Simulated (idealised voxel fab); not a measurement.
The name of this process module is voxel capacitor over wiring.
In the cross-section labelled cut, the width is 190 nm and each square cell is 5 nm.
Square cells in a grid make up a cross-section in this document, and the grid is given as bands, listed from the top down, each one or more rows of cells. Heights first: top, then bottom, in nm. Then materials, left to right, each with a width in nm. "throughout" on a single material: fills the band edge to edge. "air": empty space. For the purposes of this specification, 0 denotes the height below which the wafer in its as-received condition is composed wholly of one material, and the lowermost band, lacking a lower limit, extends downward without end, as expressed in "top 0, no bottom". The width entry "30->40" should be interpreted row by row: the top row of cells in the band takes the first number, the bottom row takes the second number, and the change between adjacent rows is uniform throughout. A step reported as "remained unchanged" is a step in which no cell of the cross-section changed. In "Enclosed voids" the enclosed voids are listed, meaning empty spaces of 8 cells or larger without any opening to the top. The form is width x height at distance, distance from the left edge, units nm. What comes after the settings on a step's line is commentary from the simulator itself on that step. Regarding "overlay nm": on a step with a mask, it is the distance the mask lay to the right of its planned place; a negative value places it to the left.

### List of planned process steps
- 1: RECEIVE [material Si]
- 2: CONFORMAL_DEP [material SiO2] [thk nm 10]
- 3: CONFORMAL_DEP [material SiCN] [thk nm 5]
- 4: DIRECTIONAL_DEP [material SiO2] [thk nm 20]
- 5: MASKED_ETCH [tone open] [mask id METAL_1] [width nm 25] [pitch nm 75] [etch materials SiO2] [depth nm 20] [overlay nm 0]
- 6: MASKED_ETCH [tone open] [mask id METAL_1] [width nm 25] [pitch nm 75] [etch materials SiCN] [depth nm 5] [overlay nm 0]
- 7: CONFORMAL_DEP [material TiN] [thk nm 5]
- 8: FILL_DEP [material Ru] [thk nm 10]
- 9: CMP [height nm 35]
- 10: CONFORMAL_DEP [material SiCN] [thk nm 5]
- 11: DIRECTIONAL_DEP [material SiO2] [thk nm 20]
- 12: PATTERN [tone open] [mask id PLUG_1] [material resist] [width nm 15] [thk nm 15] [overlay nm 0]
- 13: DIRECTIONAL_ETCH [etch materials SiO2] [depth nm 20]
- 14: DIRECTIONAL_ETCH [etch materials SiCN] [depth nm 5]
- 15: STRIP [etch materials resist]
- 16: EPI [material Ru] [thk nm 10]
- 17: EPI [material Ru] [thk nm 10]
- 18: EPI [material Ru] [thk nm 5]
- 19: DIRECTIONAL_DEP [material TiN] [thk nm 5]
- 20: DIRECTIONAL_DEP [material SiN] [thk nm 5]
- 21: DIRECTIONAL_DEP [material TiN] [thk nm 10]
- 22: DIRECTIONAL_DEP [material aC] [thk nm 10]
- 23: PATTERN [tone cover] [mask id UPPER_PLATE] [material resist] [width nm 55] [thk nm 30] [overlay nm 0]
- 24: DIRECTIONAL_ETCH [etch materials aC] [depth nm 10]
- 25: STRIP [etch materials resist]
- 26: DIRECTIONAL_ETCH [etch materials TiN] [depth nm 10]
- 27: DIRECTIONAL_ETCH [etch materials SiN] [depth nm 5]
- 28: STRIP [etch materials aC]
- 29: DIRECTIONAL_DEP [material aC] [thk nm 10]
- 30: PATTERN [tone cover] [mask id LOWER_PLATE] [material resist] [width nm 65] [thk nm 30] [overlay nm 0]
- 31: DIRECTIONAL_ETCH [etch materials aC] [depth nm 10]
- 32: STRIP [etch materials resist]
- 33: DIRECTIONAL_ETCH [etch materials TiN] [depth nm 5]
- 34: STRIP [etch materials aC]
- 35: FILL_DEP [material SiO2] [thk nm 20]
- 36: CMP [height nm 95]
- 37: MASKED_ETCH [tone open] [mask id PLUG_2] [width nm 15] [etch materials SiO2] [depth nm 15] [overlay nm 0]
- 38: CONFORMAL_DEP [material TiN] [thk nm 5]
- 39: FILL_DEP [material Ru] [thk nm 5]
- 40: CMP [height nm 95]
- 41: CONFORMAL_DEP [material SiN] [thk nm 5]

### First of the two wafers, run per plan

### So this is the incoming wafer in cross-section - it's already been through step 1
* top 0, no bottom  Si throughout
* Enclosed voids: none

### Wafer after step 2 (cross-section)
* top 10, bottom 0  SiO2 throughout
* Heights below 0 show no change.

### Wafer after step 3 (cross-section)
* top 15, bottom 10  SiCN throughout
* Heights below 10 show no change.

### Wafer after step 4 (cross-section)
* top 35, bottom 15  SiO2 throughout
* Heights below 15 show no change.

### Wafer after step 5 (cross-section)
* top 35, bottom 15  SiO2 45 nm | air 25 nm | SiO2 50 nm | air 25 nm | SiO2 45 nm
* Heights below 15 show no change.

### Wafer after step 6 (cross-section)
* top 35, bottom 15  SiO2 45 nm | air 25 nm | SiO2 50 nm | air 25 nm | SiO2 45 nm
* top 15, bottom 10  SiCN 45 nm | air 25 nm | SiCN 50 nm | air 25 nm | SiCN 45 nm
* Heights below 10 show no change.

### Wafer after step 7 (cross-section)
* top 40, bottom 35  TiN 50 nm | air 15 nm | TiN 60 nm | air 15 nm | TiN 50 nm
* top 35, bottom 15  SiO2 45 nm | TiN 5 nm | air 15 nm | TiN 5 nm | SiO2 50 nm | TiN 5 nm | air 15 nm | TiN 5 nm | SiO2 45 nm
* top 15, bottom 10  SiCN 45 nm | TiN 25 nm | SiCN 50 nm | TiN 25 nm | SiCN 45 nm
* Heights below 10 show no change.

### Wafer after step 8 (cross-section)
* top 50, bottom 40  Ru throughout
* top 40, bottom 35  TiN 50 nm | Ru 15 nm | TiN 60 nm | Ru 15 nm | TiN 50 nm
* top 35, bottom 15  SiO2 45 nm | TiN 5 nm | Ru 15 nm | TiN 5 nm | SiO2 50 nm | TiN 5 nm | Ru 15 nm | TiN 5 nm | SiO2 45 nm
* Heights below 15 show no change.

### Wafer after step 9 (cross-section)
* top 35, bottom 15  SiO2 45 nm | TiN 5 nm | Ru 15 nm | TiN 5 nm | SiO2 50 nm | TiN 5 nm | Ru 15 nm | TiN 5 nm | SiO2 45 nm
* Heights below 15 show no change.

### Wafer after step 10 (cross-section)
* top 40, bottom 35  SiCN throughout
* Heights below 35 show no change.

### Wafer after step 11 (cross-section)
* top 60, bottom 40  SiO2 throughout
* Heights below 40 show no change.

### Wafer after step 12 (cross-section)
* top 75, bottom 60  resist 55 nm | air 15 nm | resist 120 nm
* Heights below 60 show no change.

### Wafer after step 13 (cross-section)
* top 75, bottom 60  resist 55 nm | air 15 nm | resist 120 nm
* top 60, bottom 40  SiO2 55 nm | air 15 nm | SiO2 120 nm
* Heights below 40 show no change.

### Wafer after step 14 (cross-section)
* top 75, bottom 60  resist 55 nm | air 15 nm | resist 120 nm
* top 60, bottom 40  SiO2 55 nm | air 15 nm | SiO2 120 nm
* top 40, bottom 35  SiCN 55 nm | air 15 nm | SiCN 120 nm
* Heights below 35 show no change.

### Wafer after step 15 (cross-section)
* top 60, bottom 40  SiO2 55 nm | air 15 nm | SiO2 120 nm
* Heights below 40 show no change.

### Wafer after step 16 (cross-section)
* top 60, bottom 45  SiO2 55 nm | air 15 nm | SiO2 120 nm
* top 45, bottom 40  SiO2 55 nm | Ru 15 nm | SiO2 120 nm
* top 40, bottom 35  SiCN 55 nm | Ru 15 nm | SiCN 120 nm
* Heights below 35 show no change.

### Wafer after step 17 (cross-section)
* top 60, bottom 55  SiO2 55 nm | air 15 nm | SiO2 120 nm
* top 55, bottom 40  SiO2 55 nm | Ru 15 nm | SiO2 120 nm
* Heights below 40 show no change.

### Wafer after step 18 (cross-section)
* top 60, bottom 40  SiO2 55 nm | Ru 15 nm | SiO2 120 nm
* Heights below 40 show no change.

### Wafer after step 19 (cross-section)
* top 65, bottom 60  TiN throughout
* Heights below 60 show no change.

### Wafer after step 20 (cross-section)
* top 70, bottom 65  SiN throughout
* Heights below 65 show no change.

### Wafer after step 21 (cross-section)
* top 80, bottom 70  TiN throughout
* Heights below 70 show no change.

### Wafer after step 22 (cross-section)
* top 90, bottom 80  aC throughout
* Heights below 80 show no change.

### Wafer after step 23 (cross-section)
* top 120, bottom 90  air 55 nm | resist 55 nm | air 80 nm
* Heights below 90 show no change.

### Wafer after step 24 (cross-section)
* top 110, bottom 90  air 55 nm | resist 55 nm | air 80 nm
* top 90, bottom 80  air 55 nm | aC 55 nm | air 80 nm
* Heights below 80 show no change.

### Wafer after step 25 (cross-section)
* top 90, bottom 80  air 55 nm | aC 55 nm | air 80 nm
* Heights below 80 show no change.

### Wafer after step 26 (cross-section)
* top 90, bottom 80  air 55 nm | aC 55 nm | air 80 nm
* top 80, bottom 70  air 55 nm | TiN 55 nm | air 80 nm
* Heights below 70 show no change.

### Wafer after step 27 (cross-section)
* top 90, bottom 80  air 55 nm | aC 55 nm | air 80 nm
* top 80, bottom 70  air 55 nm | TiN 55 nm | air 80 nm
* top 70, bottom 65  air 55 nm | SiN 55 nm | air 80 nm
* Heights below 65 show no change.

### Wafer after step 28 (cross-section)
* top 80, bottom 70  air 55 nm | TiN 55 nm | air 80 nm
* Heights below 70 show no change.

### Wafer after step 29 (cross-section)
* top 90, bottom 80  air 55 nm | aC 55 nm | air 80 nm
* top 80, bottom 75  air 55 nm | TiN 55 nm | air 80 nm
* top 75, bottom 70  aC 55 nm | TiN 55 nm | aC 80 nm
* top 70, bottom 65  aC 55 nm | SiN 55 nm | aC 80 nm
* Heights below 65 show no change.

### Wafer after step 30 (cross-section)
* top 120, bottom 90  air 50 nm | resist 65 nm | air 75 nm
* top 90, bottom 80  air 50 nm | resist 5 nm | aC 55 nm | resist 5 nm | air 75 nm
* top 80, bottom 75  air 50 nm | resist 5 nm | TiN 55 nm | resist 5 nm | air 75 nm
* Heights below 75 show no change.

### Wafer after step 31 (cross-section)
* top 110, bottom 90  air 50 nm | resist 65 nm | air 75 nm
* top 90, bottom 80  air 50 nm | resist 5 nm | aC 55 nm | resist 5 nm | air 75 nm
* top 80, bottom 75  air 50 nm | resist 5 nm | TiN 55 nm | resist 5 nm | air 75 nm
* top 75, bottom 70  air 50 nm | aC 5 nm | TiN 55 nm | aC 5 nm | air 75 nm
* top 70, bottom 65  air 50 nm | aC 5 nm | SiN 55 nm | aC 5 nm | air 75 nm
* Heights below 65 show no change.

### Wafer after step 32 (cross-section)
* top 90, bottom 80  air 55 nm | aC 55 nm | air 80 nm
* top 80, bottom 75  air 55 nm | TiN 55 nm | air 80 nm
* Heights below 75 show no change.

### Wafer after step 33 (cross-section)
* top 90, bottom 80  air 55 nm | aC 55 nm | air 80 nm
* top 80, bottom 75  air 55 nm | TiN 55 nm | air 80 nm
* top 75, bottom 70  air 50 nm | aC 5 nm | TiN 55 nm | aC 5 nm | air 75 nm
* top 70, bottom 65  air 50 nm | aC 5 nm | SiN 55 nm | aC 5 nm | air 75 nm
* top 65, bottom 60  air 50 nm | TiN 65 nm | air 75 nm
* Heights below 60 show no change.

### Wafer after step 34 (cross-section)
* top 80, bottom 70  air 55 nm | TiN 55 nm | air 80 nm
* top 70, bottom 65  air 55 nm | SiN 55 nm | air 80 nm
* Heights below 65 show no change.

### Wafer after step 35 (cross-section)
* top 100, bottom 80  SiO2 throughout
* top 80, bottom 70  SiO2 55 nm | TiN 55 nm | SiO2 80 nm
* top 70, bottom 65  SiO2 55 nm | SiN 55 nm | SiO2 80 nm
* top 65, bottom 60  SiO2 50 nm | TiN 65 nm | SiO2 75 nm
* Heights below 60 show no change.

### Wafer after step 36 (cross-section)
* top 95, bottom 80  SiO2 throughout
* Heights below 80 show no change.

### Wafer after step 37 (cross-section)
* top 95, bottom 80  SiO2 65 nm | air 15 nm | SiO2 110 nm
* Heights below 80 show no change.

### Wafer after step 38 (cross-section)
* top 100, bottom 95  TiN 70 nm | air 5 nm | TiN 115 nm
* top 95, bottom 85  SiO2 65 nm | TiN 5 nm | air 5 nm | TiN 5 nm | SiO2 110 nm
* top 85, bottom 80  SiO2 65 nm | TiN 15 nm | SiO2 110 nm
* Heights below 80 show no change.

### Wafer after step 39 (cross-section)
* top 105, bottom 100  Ru throughout
* top 100, bottom 95  TiN 70 nm | Ru 5 nm | TiN 115 nm
* top 95, bottom 85  SiO2 65 nm | TiN 5 nm | Ru 5 nm | TiN 5 nm | SiO2 110 nm
* Heights below 85 show no change.

### Wafer after step 40 (cross-section)
* top 95, bottom 85  SiO2 65 nm | TiN 5 nm | Ru 5 nm | TiN 5 nm | SiO2 110 nm
* Heights below 85 show no change.

### Wafer after step 41 (cross-section)
* top 100, bottom 95  SiN throughout
* Heights below 95 show no change.

### It is to be noted that the second wafer proceeded from the same initial state and according to the same plan as the first, although one mistake was committed in its execution; through step 10, inclusive, the two wafers share an identical history

### Cross-section of the second wafer at the time step 11 of the plan should have ended
* top 80, bottom 40  SiO2 throughout
* Heights below 40 show no change.

### Cross-section of the second wafer at the time step 12 of the plan should have ended
* top 95, bottom 80  resist 55 nm | air 15 nm | resist 120 nm
* Heights below 80 show no change.

### Cross-section of the second wafer at the time step 13 of the plan should have ended
* top 95, bottom 80  resist 55 nm | air 15 nm | resist 120 nm
* top 80, bottom 60  SiO2 55 nm | air 15 nm | SiO2 120 nm
* Heights below 60 show no change.

Cross-section of the second wafer at the time step 14 of the plan should have ended: remained unchanged

### Cross-section of the second wafer at the time step 15 of the plan should have ended
* top 80, bottom 60  SiO2 55 nm | air 15 nm | SiO2 120 nm
* Heights below 60 show no change.

Cross-section of the second wafer at the time step 16 of the plan should have ended: remained unchanged

Cross-section of the second wafer at the time step 17 of the plan should have ended: remained unchanged

Cross-section of the second wafer at the time step 18 of the plan should have ended: remained unchanged

### Cross-section of the second wafer at the time step 19 of the plan should have ended
* top 85, bottom 80  TiN 55 nm | air 15 nm | TiN 120 nm
* top 80, bottom 65  SiO2 55 nm | air 15 nm | SiO2 120 nm
* top 65, bottom 60  SiO2 55 nm | TiN 15 nm | SiO2 120 nm
* Heights below 60 show no change.

### Cross-section of the second wafer at the time step 20 of the plan should have ended
* top 90, bottom 85  SiN 55 nm | air 15 nm | SiN 120 nm
* top 85, bottom 80  TiN 55 nm | air 15 nm | TiN 120 nm
* top 80, bottom 70  SiO2 55 nm | air 15 nm | SiO2 120 nm
* top 70, bottom 65  SiO2 55 nm | SiN 15 nm | SiO2 120 nm
* Heights below 65 show no change.

### Cross-section of the second wafer at the time step 21 of the plan should have ended
* top 100, bottom 90  TiN 55 nm | air 15 nm | TiN 120 nm
* top 90, bottom 85  SiN 55 nm | air 15 nm | SiN 120 nm
* top 85, bottom 80  TiN 55 nm | air 15 nm | TiN 120 nm
* top 80, bottom 70  SiO2 55 nm | TiN 15 nm | SiO2 120 nm
* Heights below 70 show no change.

### Cross-section of the second wafer at the time step 22 of the plan should have ended
* top 110, bottom 100  aC 55 nm | air 15 nm | aC 120 nm
* top 100, bottom 90  TiN 55 nm | air 15 nm | TiN 120 nm
* top 90, bottom 85  SiN 55 nm | aC 15 nm | SiN 120 nm
* top 85, bottom 80  TiN 55 nm | aC 15 nm | TiN 120 nm
* Heights below 80 show no change.

### Cross-section of the second wafer at the time step 23 of the plan should have ended
* top 140, bottom 110  air 55 nm | resist 55 nm | air 80 nm
* top 110, bottom 100  aC 55 nm | resist 15 nm | aC 120 nm
* top 100, bottom 90  TiN 55 nm | resist 15 nm | TiN 120 nm
* Heights below 90 show no change.

### Cross-section of the second wafer at the time step 24 of the plan should have ended
* top 130, bottom 110  air 55 nm | resist 55 nm | air 80 nm
* top 110, bottom 100  air 55 nm | resist 15 nm | aC 40 nm | air 80 nm
* Heights below 100 show no change.

### Cross-section of the second wafer at the time step 25 of the plan should have ended
* top 110, bottom 100  air 70 nm | aC 40 nm | air 80 nm
* top 100, bottom 90  TiN 55 nm | air 15 nm | TiN 120 nm
* Heights below 90 show no change.

### Cross-section of the second wafer at the time step 26 of the plan should have ended
* top 110, bottom 100  air 70 nm | aC 40 nm | air 80 nm
* top 100, bottom 90  air 70 nm | TiN 40 nm | air 80 nm
* Heights below 90 show no change.

### Cross-section of the second wafer at the time step 27 of the plan should have ended
* top 110, bottom 100  air 70 nm | aC 40 nm | air 80 nm
* top 100, bottom 90  air 70 nm | TiN 40 nm | air 80 nm
* top 90, bottom 85  air 55 nm | aC 15 nm | SiN 40 nm | air 80 nm
* Heights below 85 show no change.

### Cross-section of the second wafer at the time step 28 of the plan should have ended
* top 100, bottom 90  air 70 nm | TiN 40 nm | air 80 nm
* top 90, bottom 85  air 70 nm | SiN 40 nm | air 80 nm
* top 85, bottom 80  TiN 55 nm | air 15 nm | TiN 120 nm
* Heights below 80 show no change.

### Cross-section of the second wafer at the time step 29 of the plan should have ended
* top 110, bottom 100  air 70 nm | aC 40 nm | air 80 nm
* top 100, bottom 95  air 70 nm | TiN 40 nm | air 80 nm
* top 95, bottom 90  aC 55 nm | air 15 nm | TiN 40 nm | aC 80 nm
* top 90, bottom 85  aC 70 nm | SiN 40 nm | aC 80 nm
* top 85, bottom 80  TiN 55 nm | aC 15 nm | TiN 120 nm
* Heights below 80 show no change.

### Cross-section of the second wafer at the time step 30 of the plan should have ended
* top 140, bottom 110  air 50 nm | resist 65 nm | air 75 nm
* top 110, bottom 100  air 50 nm | resist 20 nm | aC 40 nm | resist 5 nm | air 75 nm
* top 100, bottom 95  air 50 nm | resist 20 nm | TiN 40 nm | resist 5 nm | air 75 nm
* top 95, bottom 90  aC 55 nm | resist 15 nm | TiN 40 nm | aC 80 nm
* Heights below 90 show no change.

### Cross-section of the second wafer at the time step 31 of the plan should have ended
* top 130, bottom 110  air 50 nm | resist 65 nm | air 75 nm
* top 110, bottom 100  air 50 nm | resist 20 nm | aC 40 nm | resist 5 nm | air 75 nm
* top 100, bottom 95  air 50 nm | resist 20 nm | TiN 40 nm | resist 5 nm | air 75 nm
* top 95, bottom 90  air 50 nm | aC 5 nm | resist 15 nm | TiN 40 nm | aC 5 nm | air 75 nm
* top 90, bottom 85  air 50 nm | aC 20 nm | SiN 40 nm | aC 5 nm | air 75 nm
* Heights below 85 show no change.

### Cross-section of the second wafer at the time step 32 of the plan should have ended
* top 110, bottom 100  air 70 nm | aC 40 nm | air 80 nm
* top 100, bottom 95  air 70 nm | TiN 40 nm | air 80 nm
* top 95, bottom 90  air 50 nm | aC 5 nm | air 15 nm | TiN 40 nm | aC 5 nm | air 75 nm
* Heights below 90 show no change.

### Cross-section of the second wafer at the time step 33 of the plan should have ended
* top 110, bottom 100  air 70 nm | aC 40 nm | air 80 nm
* top 100, bottom 95  air 70 nm | TiN 40 nm | air 80 nm
* top 95, bottom 90  air 50 nm | aC 5 nm | air 15 nm | TiN 40 nm | aC 5 nm | air 75 nm
* top 90, bottom 85  air 50 nm | aC 20 nm | SiN 40 nm | aC 5 nm | air 75 nm
* top 85, bottom 80  air 50 nm | TiN 5 nm | aC 15 nm | TiN 45 nm | air 75 nm
* Heights below 80 show no change.

### Cross-section of the second wafer at the time step 34 of the plan should have ended
* top 100, bottom 90  air 70 nm | TiN 40 nm | air 80 nm
* top 90, bottom 85  air 70 nm | SiN 40 nm | air 80 nm
* top 85, bottom 80  air 50 nm | TiN 5 nm | air 15 nm | TiN 45 nm | air 75 nm
* Heights below 80 show no change.

### Cross-section of the second wafer at the time step 35 of the plan should have ended
* top 120, bottom 100  SiO2 throughout
* top 100, bottom 90  SiO2 70 nm | TiN 40 nm | SiO2 80 nm
* top 90, bottom 85  SiO2 70 nm | SiN 40 nm | SiO2 80 nm
* top 85, bottom 80  SiO2 50 nm | TiN 5 nm | SiO2 15 nm | TiN 45 nm | SiO2 75 nm
* Heights below 80 show no change.

### Cross-section of the second wafer at the time step 36 of the plan should have ended
* top 95, bottom 90  SiO2 70 nm | TiN 40 nm | SiO2 80 nm
* Heights below 90 show no change.

### Cross-section of the second wafer at the time step 37 of the plan should have ended
* top 95, bottom 90  SiO2 65 nm | air 5 nm | TiN 40 nm | SiO2 80 nm
* top 90, bottom 85  SiO2 65 nm | air 5 nm | SiN 40 nm | SiO2 80 nm
* top 85, bottom 80  SiO2 50 nm | TiN 5 nm | SiO2 10 nm | air 5 nm | TiN 45 nm | SiO2 75 nm
* Heights below 80 show no change.

### Cross-section of the second wafer at the time step 38 of the plan should have ended
* top 100, bottom 95  TiN throughout
* top 95, bottom 90  SiO2 65 nm | TiN 45 nm | SiO2 80 nm
* top 90, bottom 85  SiO2 65 nm | TiN 5 nm | SiN 40 nm | SiO2 80 nm
* top 85, bottom 80  SiO2 50 nm | TiN 5 nm | SiO2 10 nm | TiN 50 nm | SiO2 75 nm
* Heights below 80 show no change.

### Cross-section of the second wafer at the time step 39 of the plan should have ended
* top 105, bottom 100  Ru throughout
* Heights below 100 show no change.

### Cross-section of the second wafer at the time step 40 of the plan should have ended
* top 95, bottom 90  SiO2 65 nm | TiN 45 nm | SiO2 80 nm
* Heights below 90 show no change.

### Cross-section of the second wafer at the time step 41 of the plan should have ended
* top 100, bottom 95  SiN throughout
* Heights below 95 show no change.
It is concluded that the wafer was processed incorrectly with respect to the plan, in that yeah, plan step 11 got run twice
Final difference in cells, second wafer against first, listed per material as more or fewer: -17 Ru | +3 SiCN | +26 SiO2 | -12 TiN
